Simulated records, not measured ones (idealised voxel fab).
process module | voxel gate over fins
The width of the displayed cross-section, cut, is 230 nm; its cells are square, with a size of 5 nm.
We lay out every cross-section as a grid of square cells and spell it out in bands from the top down, where one band means one or more rows of cells. The band entry comprises the height of the band's top followed by the height of its bottom, expressed in nm, and subsequently the band's materials from left to right, each stated together with its width in nm. Where a single material is marked with the word "full width", that material fills the band from edge to edge. The word "air" represents empty space. Height datum 0, below which the as-received substrate wafer is one material. Lowest band open at the bottom, running downward: "0 nm and below". Graded width ("30 to 40"): value in top row of band = first number; value in bottom row = second number; row-to-row change constant. A step reported as "nothing different" is a step in which no cell of the cross-section changed. Sealed void inventory: empty space of 8 cells or more with no open way to the top, each as width x height at its distance from the left edge, in nm. On each step's line, the part that comes after the settings is the simulator's own comment on the step. The line of a step may include "overlay nm". On a step with a mask, this value is how far to the right of its planned place the mask lay. A negative value means the mask lay to the left.

Planned step list for the process:
1) RECEIVE (material Si)
2) CONFORMAL_DEP (material SiN; thk nm 5)
3) DIRECTIONAL_DEP (material aC; thk nm 10)
4) PATTERN (tone cover; mask id FINS; material resist; width nm 15; pitch nm 45; thk nm 25; overlay nm 0)
5) DIRECTIONAL_ETCH (etch materials aC; depth nm 10)
6) STRIP (etch materials resist)
7) DIRECTIONAL_ETCH (etch materials SiN; depth nm 5)
8) DIRECTIONAL_ETCH (etch materials Si; depth nm 35)
9) STRIP (etch materials aC)
10) OXIDIZE (depth nm 5)
11) FILL_DEP (material SiO2; thk nm 15)
12) CMP (height nm 5)
13) SELECTIVE_ETCH (etch materials SiO2; depth nm 20)
14) STRIP (etch materials SiN)
15) CONFORMAL_DEP (material HfO2; thk nm 5)
16) CONFORMAL_DEP (material TiN; thk nm 5)
17) FILL_DEP (material W; thk nm 15)
18) CMP (height nm 20)
19) CONFORMAL_DEP (material SiN; thk nm 5)

So, the first of our two wafers, run just as we planned it:

Step 1 complete: cross-section of the wafer as received:
- 0 nm and below | Si full width
- Sealed void inventory: none

Cross-section: wafer state after step 2:
- 5 nm to 0 nm | SiN full width
- Below 0, the layers are the same as they were.

Cross-section: wafer state after step 3:
- 15 nm to 5 nm | aC full width
- Below 5, the layers are the same as they were.

Cross-section: wafer state after step 4:
- 40 nm to 15 nm | air 60 nm | resist 15 nm | air 30 nm | resist 15 nm | air 30 nm | resist 15 nm | air 65 nm
- Below 15, the layers are the same as they were.

Cross-section: wafer state after step 5:
- 30 nm to 15 nm | air 60 nm | resist 15 nm | air 30 nm | resist 15 nm | air 30 nm | resist 15 nm | air 65 nm
- 15 nm to 5 nm | air 60 nm | aC 15 nm | air 30 nm | aC 15 nm | air 30 nm | aC 15 nm | air 65 nm
- Below 5, the layers are the same as they were.

Cross-section: wafer state after step 6:
- 15 nm to 5 nm | air 60 nm | aC 15 nm | air 30 nm | aC 15 nm | air 30 nm | aC 15 nm | air 65 nm
- Below 5, the layers are the same as they were.

Cross-section: wafer state after step 7:
- 15 nm to 5 nm | air 60 nm | aC 15 nm | air 30 nm | aC 15 nm | air 30 nm | aC 15 nm | air 65 nm
- 5 nm to 0 nm | air 60 nm | SiN 15 nm | air 30 nm | SiN 15 nm | air 30 nm | SiN 15 nm | air 65 nm
- Below 0, the layers are the same as they were.

Cross-section: wafer state after step 8:
- 15 nm to 5 nm | air 60 nm | aC 15 nm | air 30 nm | aC 15 nm | air 30 nm | aC 15 nm | air 65 nm
- 5 nm to 0 nm | air 60 nm | SiN 15 nm | air 30 nm | SiN 15 nm | air 30 nm | SiN 15 nm | air 65 nm
- 0 nm to -35 nm | air 60 nm | Si 15 nm | air 30 nm | Si 15 nm | air 30 nm | Si 15 nm | air 65 nm
- Below -35, the layers are the same as they were.

Cross-section: wafer state after step 9:
- 5 nm to 0 nm | air 60 nm | SiN 15 nm | air 30 nm | SiN 15 nm | air 30 nm | SiN 15 nm | air 65 nm
- Below 0, the layers are the same as they were.

Cross-section: wafer state after step 10:
- 5 nm to 0 nm | air 60 nm | SiN 15 nm | air 30 nm | SiN 15 nm | air 30 nm | SiN 15 nm | air 65 nm
- 0 nm to -35 nm | air 60 nm | SiO2 5 nm | Si 5 nm | SiO2 5 nm | air 30 nm | SiO2 5 nm | Si 5 nm | SiO2 5 nm | air 30 nm | SiO2 5 nm | Si 5 nm | SiO2 5 nm | air 65 nm
- -35 nm to -40 nm | SiO2 65 nm | Si 5 nm | SiO2 40 nm | Si 5 nm | SiO2 40 nm | Si 5 nm | SiO2 70 nm
- Below -40, the layers are the same as they were.

Cross-section: wafer state after step 11:
- 20 nm to 5 nm | SiO2 full width
- 5 nm to 0 nm | SiO2 60 nm | SiN 15 nm | SiO2 30 nm | SiN 15 nm | SiO2 30 nm | SiN 15 nm | SiO2 65 nm
- 0 nm to -40 nm | SiO2 65 nm | Si 5 nm | SiO2 40 nm | Si 5 nm | SiO2 40 nm | Si 5 nm | SiO2 70 nm
- Below -40, the layers are the same as they were.

Cross-section: wafer state after step 12:
- 5 nm to 0 nm | SiO2 60 nm | SiN 15 nm | SiO2 30 nm | SiN 15 nm | SiO2 30 nm | SiN 15 nm | SiO2 65 nm
- Below 0, the layers are the same as they were.

Cross-section: wafer state after step 13:
- 5 nm to 0 nm | air 60 nm | SiN 15 nm | air 30 nm | SiN 15 nm | air 30 nm | SiN 15 nm | air 65 nm
- 0 nm to -15 nm | air 65 nm | Si 5 nm | air 40 nm | Si 5 nm | air 40 nm | Si 5 nm | air 70 nm
- Below -15, the layers are the same as they were.

Cross-section: wafer state after step 14:
- 0 nm to -15 nm | air 65 nm | Si 5 nm | air 40 nm | Si 5 nm | air 40 nm | Si 5 nm | air 70 nm
- Below -15, the layers are the same as they were.

Cross-section: wafer state after step 15:
- 5 nm to 0 nm | air 60 nm | HfO2 15 nm | air 30 nm | HfO2 15 nm | air 30 nm | HfO2 15 nm | air 65 nm
- 0 nm to -10 nm | air 60 nm | HfO2 5 nm | Si 5 nm | HfO2 5 nm | air 30 nm | HfO2 5 nm | Si 5 nm | HfO2 5 nm | air 30 nm | HfO2 5 nm | Si 5 nm | HfO2 5 nm | air 65 nm
- -10 nm to -15 nm | HfO2 65 nm | Si 5 nm | HfO2 40 nm | Si 5 nm | HfO2 40 nm | Si 5 nm | HfO2 70 nm
- Below -15, the layers are the same as they were.

Cross-section: wafer state after step 16:
- 10 nm to 5 nm | air 55 nm | TiN 25 nm | air 20 nm | TiN 25 nm | air 20 nm | TiN 25 nm | air 60 nm
- 5 nm to 0 nm | air 55 nm | TiN 5 nm | HfO2 15 nm | TiN 5 nm | air 20 nm | TiN 5 nm | HfO2 15 nm | TiN 5 nm | air 20 nm | TiN 5 nm | HfO2 15 nm | TiN 5 nm | air 60 nm
- 0 nm to -5 nm | air 55 nm | TiN 5 nm | HfO2 5 nm | Si 5 nm | HfO2 5 nm | TiN 5 nm | air 20 nm | TiN 5 nm | HfO2 5 nm | Si 5 nm | HfO2 5 nm | TiN 5 nm | air 20 nm | TiN 5 nm | HfO2 5 nm | Si 5 nm | HfO2 5 nm | TiN 5 nm | air 60 nm
- -5 nm to -10 nm | TiN 60 nm | HfO2 5 nm | Si 5 nm | HfO2 5 nm | TiN 30 nm | HfO2 5 nm | Si 5 nm | HfO2 5 nm | TiN 30 nm | HfO2 5 nm | Si 5 nm | HfO2 5 nm | TiN 65 nm
- Below -10, the layers are the same as they were.

Cross-section: wafer state after step 17:
- 25 nm to 10 nm | W full width
- 10 nm to 5 nm | W 55 nm | TiN 25 nm | W 20 nm | TiN 25 nm | W 20 nm | TiN 25 nm | W 60 nm
- 5 nm to 0 nm | W 55 nm | TiN 5 nm | HfO2 15 nm | TiN 5 nm | W 20 nm | TiN 5 nm | HfO2 15 nm | TiN 5 nm | W 20 nm | TiN 5 nm | HfO2 15 nm | TiN 5 nm | W 60 nm
- 0 nm to -5 nm | W 55 nm | TiN 5 nm | HfO2 5 nm | Si 5 nm | HfO2 5 nm | TiN 5 nm | W 20 nm | TiN 5 nm | HfO2 5 nm | Si 5 nm | HfO2 5 nm | TiN 5 nm | W 20 nm | TiN 5 nm | HfO2 5 nm | Si 5 nm | HfO2 5 nm | TiN 5 nm | W 60 nm
- Below -5, the layers are the same as they were.

Cross-section: wafer state after step 18:
- 20 nm to 10 nm | W full width
- Below 10, the layers are the same as they were.

Cross-section: wafer state after step 19:
- 25 nm to 20 nm | SiN full width
- Below 20, the layers are the same as they were.

Second Wafer (Identical Start and Plan, One Processing Error; Matches First Wafer Through Step 18):

Second wafer, cut view, end of step 19 per plan:
- 25 nm to 10 nm | W full width
- Below 10, the layers are the same as they were.
Nonconformance to the process plan: the process deviated at step 19: the operation and settings actually run there were CONFORMAL_DEP (material W; thk nm 5)
It is noted that, at the conclusion of processing, the second wafer exhibits a higher or lower cell count for certain materials relative to the first: SiN: 46 fewer, W: 46 more
